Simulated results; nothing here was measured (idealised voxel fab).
The process module presented herein is designated voxel wiring stack.
Shown is cross-section cut, with a width of 240 nm and square cells of size 5 nm.
We lay out every cross-section as a grid of square cells and spell it out in bands from the top down, where one band means one or more rows of cells. Basically the band line says how high the top is and how high the bottom is, in nm, and then what's in it from left to right, every material with its width in nm. Empty space shows up as "air", and if a single material carries "edge to edge" it runs the full band edge to edge. Below 0: as-received wafer, all one material; heights counted from there. Lowest band: no bottom, goes on down, written "0..down". A width given as "30->40" starts at the first number in the band's top row and ends at the second number in its bottom row, shifting by an equal amount at every step from row to row. Take "nothing altered" at face value: in the step it is given for, the cross-section changed in none of its cells. Entry "Fully enclosed voids". Content: empty spaces with no open connection to the top, size 8 cells or greater. Each: width x height at distance. Distance: from left edge. Unit: nm. Formally, on a step line, whatever follows the settings is a remark that the simulator itself makes on the step. The "overlay nm" setting may appear on a step's line; for a step that uses a mask, it gives how far to the right of its planned position the mask lay, and a negative value indicates the left.
# Planned process steps
1,RECEIVE with material Si
2,CONFORMAL_DEP with material SiO2, thk nm 10
3,DIRECTIONAL_DEP with material TiN, thk nm 5
4,DIRECTIONAL_DEP with material Ru, thk nm 25
5,MASKED_ETCH with tone cover, mask id METAL_1, width nm 20, pitch nm 50, etch materials Ru, depth nm 25, overlay nm 0
6,MASKED_ETCH with tone cover, mask id METAL_1, width nm 20, pitch nm 50, etch materials TiN, depth nm 5, overlay nm 0
7,CONFORMAL_DEP with material SiCN, thk nm 5
8,FILL_DEP with material lowk, thk nm 10
9,CMP with height nm 40
10,CONFORMAL_DEP with material SiCN, thk nm 5
11,DIRECTIONAL_DEP with material lowk, thk nm 15
12,DIRECTIONAL_DEP with material aC, thk nm 15
13,PATTERN with tone open, mask id PLUG_1, material resist, width nm 15, pitch nm 50, thk nm 30, overlay nm 0
14,DIRECTIONAL_ETCH with etch materials aC, depth nm 15
15,STRIP with etch materials resist
16,DIRECTIONAL_ETCH with etch materials lowk, depth nm 15
17,DIRECTIONAL_ETCH with etch materials SiCN, depth nm 5
18,STRIP with etch materials aC
19,EPI with material Ru, thk nm 10
20,EPI with material Ru, thk nm 10
21,CONFORMAL_DEP with material SiN, thk nm 5
22,DIRECTIONAL_DEP with material SiO2, thk nm 25
23,PATTERN with tone open, mask id METAL_2, material resist, width nm 20, pitch nm 50, thk nm 15, overlay nm 0
24,DIRECTIONAL_ETCH with etch materials SiO2, depth nm 25
25,DIRECTIONAL_ETCH with etch materials SiN, depth nm 5
26,STRIP with etch materials resist
27,CONFORMAL_DEP with material TiN, thk nm 5
28,FILL_DEP with material Ru, thk nm 10
29,CMP with height nm 90
30,CONFORMAL_DEP with material SiCN, thk nm 5
31,DIRECTIONAL_DEP with material lowk, thk nm 30
32,MASKED_ETCH with tone open, mask id METAL_3, width nm 20, pitch nm 50, etch materials lowk, depth nm 15, overlay nm 0
33,PATTERN with tone open, mask id METAL_3_HOLES, material resist, width nm 15, pitch nm 100, thk nm 20, overlay nm 0
34,DIRECTIONAL_ETCH with etch materials lowk, depth nm 15
35,DIRECTIONAL_ETCH with etch materials SiCN, depth nm 5
36,STRIP with etch materials resist
37,CONFORMAL_DEP with material TiN, thk nm 5
38,FILL_DEP with material Ru, thk nm 10
39,CMP with height nm 125
40,CONFORMAL_DEP with material SiCN, thk nm 5
41,DIRECTIONAL_DEP with material SiO2, thk nm 30
42,DIRECTIONAL_DEP with material aC, thk nm 10
43,PATTERN with tone open, mask id METAL_4, material resist, width nm 20, pitch nm 50, thk nm 30, overlay nm 0
44,DIRECTIONAL_ETCH with etch materials aC, depth nm 10
45,STRIP with etch materials resist
46,DIRECTIONAL_ETCH with etch materials SiO2, depth nm 15
47,STRIP with etch materials aC
48,MASKED_ETCH with tone open, mask id METAL_4_HOLES, width nm 15, pitch nm 100, etch materials SiO2, depth nm 15, overlay nm 0
49,MASKED_ETCH with tone open, mask id METAL_4_HOLES, width nm 15, pitch nm 100, etch materials SiCN, depth nm 5, overlay nm 0
50,CONFORMAL_DEP with material TiN, thk nm 5
51,FILL_DEP with material Cu, thk nm 5
52,CMP with height nm 160
53,CONFORMAL_DEP with material SiCN, thk nm 5
# Cross-section of the incoming wafer, state after step 1
- 0..down  Si edge to edge
- Fully enclosed voids: none
# Run as planned - first of the two wafers cross-sectioned at the end of the module
- 165..160  SiCN edge to edge
- 160..150  SiO2 60 nm / TiN 5 nm / Cu 10 nm / TiN 5 nm / SiO2 30 nm / TiN 5 nm / Cu 10 nm / TiN 5 nm / SiO2 30 nm / TiN 5 nm / Cu 10 nm / TiN 5 nm / SiO2 60 nm
- 150..145  SiO2 60 nm / TiN 5 nm / Cu 5 nm / TiN 10 nm / SiO2 30 nm / TiN 20 nm / SiO2 30 nm / TiN 5 nm / Cu 5 nm / TiN 10 nm / SiO2 60 nm
- 145..130  SiO2 60 nm / TiN 5 nm / Cu 5 nm / TiN 5 nm / SiO2 85 nm / TiN 5 nm / Cu 5 nm / TiN 5 nm / SiO2 65 nm
- 130..125  SiCN 60 nm / TiN 15 nm / SiCN 85 nm / TiN 15 nm / SiCN 65 nm
- 125..115  lowk 60 nm / TiN 5 nm / Ru 10 nm / TiN 5 nm / lowk 30 nm / TiN 5 nm / Ru 10 nm / TiN 5 nm / lowk 30 nm / TiN 5 nm / Ru 10 nm / TiN 5 nm / lowk 60 nm
- 115..110  lowk 60 nm / TiN 5 nm / Ru 5 nm / TiN 10 nm / lowk 30 nm / TiN 20 nm / lowk 30 nm / TiN 5 nm / Ru 5 nm / TiN 10 nm / lowk 60 nm
- 110..95  lowk 60 nm / TiN 5 nm / Ru 5 nm / TiN 5 nm / lowk 85 nm / TiN 5 nm / Ru 5 nm / TiN 5 nm / lowk 65 nm
- 95..90  SiCN 60 nm / TiN 15 nm / SiCN 85 nm / TiN 15 nm / SiCN 65 nm
- 90..65  SiO2 60 nm / TiN 5 nm / Ru 10 nm / TiN 5 nm / SiO2 30 nm / TiN 5 nm / Ru 10 nm / TiN 5 nm / SiO2 30 nm / TiN 5 nm / Ru 10 nm / TiN 5 nm / SiO2 60 nm
- 65..60  SiN 60 nm / TiN 20 nm / SiN 30 nm / TiN 20 nm / SiN 30 nm / TiN 20 nm / SiN 60 nm
- 60..45  lowk 60 nm / Ru 15 nm / lowk 35 nm / Ru 15 nm / lowk 35 nm / Ru 15 nm / lowk 65 nm
- 45..40  SiCN 60 nm / Ru 15 nm / SiCN 35 nm / Ru 15 nm / SiCN 35 nm / Ru 15 nm / SiCN 65 nm
- 40..15  lowk 55 nm / SiCN 5 nm / Ru 20 nm / SiCN 5 nm / lowk 20 nm / SiCN 5 nm / Ru 20 nm / SiCN 5 nm / lowk 20 nm / SiCN 5 nm / Ru 20 nm / SiCN 5 nm / lowk 55 nm
- 15..10  SiCN 60 nm / TiN 20 nm / SiCN 30 nm / TiN 20 nm / SiCN 30 nm / TiN 20 nm / SiCN 60 nm
- 10..0  SiO2 edge to edge
- 0..down  Si edge to edge
- Fully enclosed voids: none
# End-of-module cross-section of the second wafer: identical starting point and process plan to the first, with one processing mistake
- 165..160  SiCN edge to edge
- 160..150  SiO2 60 nm / TiN 5 nm / Cu 10 nm / TiN 5 nm / SiO2 30 nm / TiN 5 nm / Cu 10 nm / TiN 5 nm / SiO2 30 nm / TiN 5 nm / Cu 10 nm / TiN 5 nm / SiO2 60 nm
- 150..145  SiO2 60 nm / TiN 5 nm / Cu 5 nm / TiN 10 nm / SiO2 30 nm / TiN 20 nm / SiO2 30 nm / TiN 5 nm / Cu 5 nm / TiN 10 nm / SiO2 60 nm
- 145..130  SiO2 60 nm / TiN 5 nm / Cu 5 nm / TiN 5 nm / SiO2 85 nm / TiN 5 nm / Cu 5 nm / TiN 5 nm / SiO2 65 nm
- 130..125  SiCN 60 nm / TiN 15 nm / SiCN 85 nm / TiN 15 nm / SiCN 65 nm
- 125..115  lowk 60 nm / TiN 5 nm / Ru 10 nm / TiN 5 nm / lowk 30 nm / TiN 5 nm / Ru 10 nm / TiN 5 nm / lowk 30 nm / TiN 5 nm / Ru 10 nm / TiN 5 nm / lowk 60 nm
- 115..110  lowk 60 nm / TiN 5 nm / Ru 5 nm / TiN 10 nm / lowk 30 nm / TiN 20 nm / lowk 30 nm / TiN 5 nm / Ru 5 nm / TiN 10 nm / lowk 60 nm
- 110..95  lowk 60 nm / TiN 5 nm / Ru 5 nm / TiN 5 nm / lowk 85 nm / TiN 5 nm / Ru 5 nm / TiN 5 nm / lowk 65 nm
- 95..90  SiCN 60 nm / TiN 15 nm / SiCN 85 nm / TiN 15 nm / SiCN 65 nm
- 90..65  SiO2 60 nm / TiN 5 nm / Ru 15 nm / TiN 5 nm / SiO2 25 nm / TiN 5 nm / Ru 15 nm / TiN 5 nm / SiO2 25 nm / TiN 5 nm / Ru 15 nm / TiN 5 nm / SiO2 55 nm
- 65..60  SiN 60 nm / TiN 25 nm / SiN 25 nm / TiN 25 nm / SiN 25 nm / TiN 25 nm / SiN 55 nm
- 60..45  lowk 60 nm / Ru 15 nm / lowk 35 nm / Ru 15 nm / lowk 35 nm / Ru 15 nm / lowk 65 nm
- 45..40  SiCN 60 nm / Ru 15 nm / SiCN 35 nm / Ru 15 nm / SiCN 35 nm / Ru 15 nm / SiCN 65 nm
- 40..15  lowk 55 nm / SiCN 5 nm / Ru 20 nm / SiCN 5 nm / lowk 20 nm / SiCN 5 nm / Ru 20 nm / SiCN 5 nm / lowk 20 nm / SiCN 5 nm / Ru 20 nm / SiCN 5 nm / lowk 55 nm
- 15..10  SiCN 60 nm / TiN 20 nm / SiCN 30 nm / TiN 20 nm / SiCN 30 nm / TiN 20 nm / SiCN 60 nm
- 10..0  SiO2 edge to edge
- 0..down  Si edge to edge
- Fully enclosed voids: none
What was done differently from what was planned? planned and actual differ for step 23; actual: PATTERN with tone open, mask id METAL_2, material resist, width nm 25, pitch nm 50, thk nm 15, overlay nm 0
In the final state, the cell counts of the second wafer exceed or fall short of those of the first for the following materials: Ru: 15 more; SiN: 3 fewer; SiO2: 15 fewer; TiN: 3 more
